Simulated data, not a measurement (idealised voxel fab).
This is a process module. Its name is voxel self aligned contacts.
Displayed cross-section: cut, width of 235 nm, square cells sized 5 nm.
Cross-section spec: square-cell grid; bands listed top down; each band is one or more rows. Band entry format. Leading values: height of top, height of bottom, nm. Remainder: materials in left-to-right order, each with its width in nm. Special words: "full width" on a single material, which then fills the band edge to edge; "air", empty space. Height is counted from the level 0, under which the received wafer is composed throughout of one material. The lowest of the bands is not closed at the bottom but continues downward, in the notation "0 and below". The expression "30 to 40" gives the width at the extremes of the band, the first number at its top row of cells and the second at its bottom row, with the width changing by equal amounts from each row to the next in between. "identical to before" (step): cross-section cells unchanged, all of them. "Closed void catalog" - sealed voids, min. 8 cells, no opening to top; format: width x height at distance (distance from left edge; nm throughout). Anything after a step's settings on that line? It's the simulator's own note about the step. Regarding "overlay nm": on a step with a mask, it is the distance the mask lay to the right of its planned place; a negative value places it to the left.
Planned step list for the process
1: RECEIVE with material Si
2: OXIDIZE with depth nm 5
3: DIRECTIONAL_DEP with material polySi, thk nm 25
4: DIRECTIONAL_DEP with material SiN, thk nm 15
5: PATTERN with tone cover, mask id GATE, material resist, width nm 25, pitch nm 60, thk nm 15, overlay nm 0
6: DIRECTIONAL_ETCH with etch materials SiN, depth nm 15
7: DIRECTIONAL_ETCH with etch materials polySi, depth nm 25
8: STRIP with etch materials resist
9: CONFORMAL_DEP with material SiN, thk nm 5
10: DIRECTIONAL_ETCH with etch materials SiN, depth nm 5
11: FILL_DEP with material SiO2, thk nm 15
12: CMP with height nm 45
13: PATTERN with tone open, mask id CONTACT, material resist, width nm 45, pitch nm 60, thk nm 15, overlay nm 0
14: DIRECTIONAL_ETCH with etch materials SiO2, depth nm 50
15: STRIP with etch materials resist
16: CONFORMAL_DEP with material TiN, thk nm 5
17: FILL_DEP with material W, thk nm 5
18: CMP with height nm 45
19: CONFORMAL_DEP with material SiN, thk nm 5
Wafer as received: cross-section following step 1
	0 and below | Si full width
	Closed void catalog: none
Same starting wafer, same plan as above, one mistake in the execution; this is the cross-section at the end of the module
	50 down to 45 | SiN full width
	45 down to 40 | W 35 / TiN 30 / SiO2 45 / TiN 15 / SiO2 45 / TiN 30 / W 35
	40 down to 25 | W 35 / TiN 5 / SiN 35 / SiO2 25 / SiN 35 / SiO2 25 / SiN 35 / TiN 5 / W 35
	25 down to 0 | W 35 / TiN 5 / SiN 5 / polySi 25 / SiN 5 / SiO2 25 / SiN 5 / polySi 25 / SiN 5 / SiO2 25 / SiN 5 / polySi 25 / SiN 5 / TiN 5 / W 35
	0 down to -5 | TiN 40 / SiO2 155 / TiN 40
	-5 and below | Si full width
	Closed void catalog: none
Deviation from plan: heads up, step 13 didn't go per plan, it actually ran as PATTERN with tone cover, mask id CONTACT, material resist, width nm 45, pitch nm 60, thk nm 15, overlay nm 0
